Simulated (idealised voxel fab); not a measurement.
You're looking at the process module voxel transistor to metal.
We display cut, a cross-section 185 nm in width whose square cells are each 5 nm.
This document writes a cross-section as a grid whose cells are square, and gives it as bands, listed from the top down; one or more rows of cells form a band. A band entry consists of two parts. The first gives the height of the band's top and the height of its bottom, in nm. The rest lists the band's materials from left to right, each with its width in nm. A single material labelled with the word "all across" fills the band from edge to edge, and the word "blank" marks empty space. Zero point of the height axis is 0; under it, received wafer = one material. Lowest band: continues down indefinitely, "0..down". Think of "30->40" as a width that walks from the first number to the second as you go down the band, top row to bottom row, taking equal-sized steps from row to row. "remained the same", as given for a step, is the statement that not any cell of the cross-section underwent a change during that step. "Sealed void inventory" contains a list of empty spaces, each no smaller than 8 cells and without an open way to the top, written in the form width x height at distance with the distance from the left edge and all three in nm. On a step's line, text after the settings is the simulator commenting on that step. "overlay nm" answers the question of how far to the right of plan the mask lay on a step that has a mask, and when it is negative the answer is to the left.

**Planned process steps**
1,RECEIVE, material Si
2,CONFORMAL_DEP, material SiO2, thk nm 5
3,CONFORMAL_DEP, material SiN, thk nm 10
4,MASKED_ETCH, tone cover, mask id ACTIVE, width nm 120, etch materials SiN, depth nm 10, overlay nm 0
5,MASKED_ETCH, tone cover, mask id ACTIVE, width nm 120, etch materials SiO2, depth nm 5, overlay nm 0
6,MASKED_ETCH, tone cover, mask id ACTIVE, width nm 120, etch materials Si, depth nm 20, overlay nm 0
7,OXIDIZE, depth nm 5
8,FILL_DEP, material SiO2, thk nm 5
9,CMP, height nm 15
10,SELECTIVE_ETCH, etch materials SiO2, depth nm 10
11,STRIP, etch materials SiN
12,SELECTIVE_ETCH, etch materials SiO2, depth nm 5
13,OXIDIZE, depth nm 5
14,DIRECTIONAL_DEP, material polySi, thk nm 25
15,DIRECTIONAL_DEP, material SiCN, thk nm 10
16,MASKED_ETCH, tone cover, mask id GATE, width nm 30, etch materials SiCN, depth nm 20, overlay nm 0
17,MASKED_ETCH, tone cover, mask id GATE, width nm 30, etch materials polySi, depth nm 35, overlay nm 0
18,CONFORMAL_DEP, material SiO2, thk nm 5
19,DIRECTIONAL_ETCH, etch materials SiO2, depth nm 5
20,CONFORMAL_DEP, material SiN, thk nm 5
21,DIRECTIONAL_ETCH, etch materials SiN, depth nm 5
22,DIRECTIONAL_ETCH, etch materials SiO2, depth nm 5
23,DIRECTIONAL_ETCH, etch materials Si, depth nm 15
24,EPI, material SiGe, thk nm 20
25,FILL_DEP, material SiO2, thk nm 10
26,CMP, height nm 25
27,STRIP, etch materials polySi
28,SELECTIVE_ETCH, etch materials SiO2, depth nm 5
29,CONFORMAL_DEP, material HfO2, thk nm 5
30,CONFORMAL_DEP, material TiN, thk nm 5
31,FILL_DEP, material W, thk nm 10
32,CMP, height nm 20
33,DIRECTIONAL_DEP, material SiO2, thk nm 10
34,DIRECTIONAL_DEP, material aC, thk nm 10
35,PATTERN, tone open, mask id CONTACT, material resist, width nm 20, pitch nm 90, thk nm 25, overlay nm 0
36,DIRECTIONAL_ETCH, etch materials aC, depth nm 10
37,STRIP, etch materials resist
38,DIRECTIONAL_ETCH, etch materials SiO2, depth nm 30
39,STRIP, etch materials aC
40,CONFORMAL_DEP, material TiN, thk nm 5
41,FILL_DEP, material Ru, thk nm 5
42,CMP, height nm 30
43,CONFORMAL_DEP, material SiCN, thk nm 5
44,DIRECTIONAL_DEP, material lowk, thk nm 25
45,DIRECTIONAL_DEP, material aC, thk nm 15
46,PATTERN, tone open, mask id METAL_1, material resist, width nm 20, pitch nm 90, thk nm 35, overlay nm 0
47,DIRECTIONAL_ETCH, etch materials aC, depth nm 15
48,STRIP, etch materials resist
49,DIRECTIONAL_ETCH, etch materials lowk, depth nm 25
50,DIRECTIONAL_ETCH, etch materials SiCN, depth nm 5
51,STRIP, etch materials aC
52,CONFORMAL_DEP, material TiN, thk nm 5
53,FILL_DEP, material Ru, thk nm 5
54,CMP, height nm 60
55,CONFORMAL_DEP, material SiCN, thk nm 5

**Cross-section of the wafer at receipt, which is the condition after step 1**
  0..down = Si all across
  Sealed void inventory: none

**Wafer cross-section at module end: first of two, run to plan**
  65..60 = SiCN all across
  60..35 = lowk=35, TiN=5, Ru=10, TiN=5, lowk=70, TiN=5, Ru=10, TiN=5, lowk=40
  35..30 = SiCN=35, TiN=20, SiCN=70, TiN=20, SiCN=40
  30..20 = SiO2=35, TiN=5, Ru=10, TiN=5, SiO2=70, TiN=5, Ru=10, TiN=5, SiO2=40
  20..15 = SiO2=35, TiN=20, SiO2=10, SiN=5, HfO2=5, TiN=5, W=20, TiN=5, HfO2=5, SiN=5, SiO2=10, TiN=20, SiO2=40
  15..5 = SiO2=35, TiN=10, SiGe=20, SiN=5, HfO2=5, TiN=5, W=20, TiN=5, HfO2=5, SiN=5, SiGe=20, TiN=10, SiO2=40
  5..0 = SiO2=35, TiN=10, SiGe=20, SiN=5, HfO2=5, TiN=30, HfO2=5, SiN=5, SiGe=20, TiN=10, SiO2=40
  0..-5 = SiO2=30, SiGe=35, SiO2=5, HfO2=40, SiO2=5, SiGe=35, SiO2=35
  -5..-20 = SiO2=35, SiGe=30, Si=50, SiGe=30, SiO2=40
  -20..-25 = SiO2=35, Si=110, SiO2=40
  -25..down = Si all across
  Sealed void inventory: none

**End-of-module cross-section of the second wafer: identical starting point and process plan to the first, with one processing mistake**
  65..60 = SiCN all across
  60..35 = Ru=30, TiN=5, lowk=20, TiN=5, Ru=60, TiN=5, lowk=20, TiN=5, Ru=35
  35..30 = TiN=35, SiCN=20, TiN=70, SiCN=20, TiN=40
  30..20 = SiO2=35, TiN=5, Ru=10, TiN=5, SiO2=70, TiN=5, Ru=10, TiN=5, SiO2=40
  20..15 = SiO2=35, TiN=20, SiO2=10, SiN=5, HfO2=5, TiN=5, W=20, TiN=5, HfO2=5, SiN=5, SiO2=10, TiN=20, SiO2=40
  15..5 = SiO2=35, TiN=10, SiGe=20, SiN=5, HfO2=5, TiN=5, W=20, TiN=5, HfO2=5, SiN=5, SiGe=20, TiN=10, SiO2=40
  5..0 = SiO2=35, TiN=10, SiGe=20, SiN=5, HfO2=5, TiN=30, HfO2=5, SiN=5, SiGe=20, TiN=10, SiO2=40
  0..-5 = SiO2=30, SiGe=35, SiO2=5, HfO2=40, SiO2=5, SiGe=35, SiO2=35
  -5..-20 = SiO2=35, SiGe=30, Si=50, SiGe=30, SiO2=40
  -20..-25 = SiO2=35, Si=110, SiO2=40
  -25..down = Si all across
  Sealed void inventory: none
Heads up, the wafer didn't run the way we planned it: step 46: run off-plan, actual operation and settings PATTERN, tone cover, mask id METAL_1, material resist, width nm 20, pitch nm 90, thk nm 35, overlay nm 0
End check, counted in cells, second wafer has more or fewer of these materials than the first: +105 Ru | -21 SiCN | +21 TiN | -105 lowk
